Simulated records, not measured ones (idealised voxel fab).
process module | voxel released beams
cross-section cut | 265 nm wide | cells 5 nm
A cross-section is a grid of square cells, given in bands from the top down. A band is one or more rows of cells.
Each band's line starts with the height of the band's top and of its bottom, in nm. Then come its materials from left to right, each with its width in nm. One material with "throughout" fills the band from edge to edge. "air" is empty space.
Height 0 is the level under which the wafer as received is all one material. The lowest band goes on downwards, as in "0 down".
A width such as "30 to 40" changes by the same amount from each row of cells to the next, from the band's top row to its bottom row.
"no change" after a step means that no cell of the cross-section changed.
closed voids: empty space of 8 cells or more with no open way to the top, each as width x height at its distance from the left edge, in nm
after a step's settings: what the simulator itself notes on the step
overlay nm, on a step with a mask: how far to the right of its planned place the mask lay; to the left if negative
plan
1 op RECEIVE | material Si
2 op CONFORMAL_DEP | material Al2O3 | thk nm 10
3 op DIRECTIONAL_DEP | material SiO2 | thk nm 10
4 op MASKED_ETCH | tone open | mask id ANCHOR | width nm 40 | etch materials SiO2 | depth nm 10 | overlay nm 0
5 op CONFORMAL_DEP | material W | thk nm 15
6 op MASKED_ETCH | tone cover | mask id BEAM | width nm 90 | etch materials W | depth nm 15 | overlay nm 0
7 op STRIP | etch materials SiO2
as received, after step 1
  0 down: Si throughout
  closed voids: none
a wafer at the end: this start, this plan, one mistake
  20 to 10: air 90 | W 15 | air 10 | W 15 | air 135
  10 to 0: Al2O3 throughout
  0 down: Si throughout
  closed voids: none
what went wrong: step 6 ran as: op MASKED_ETCH | tone open | mask id BEAM | width nm 90 | etch materials W | depth nm 15 | overlay nm 0
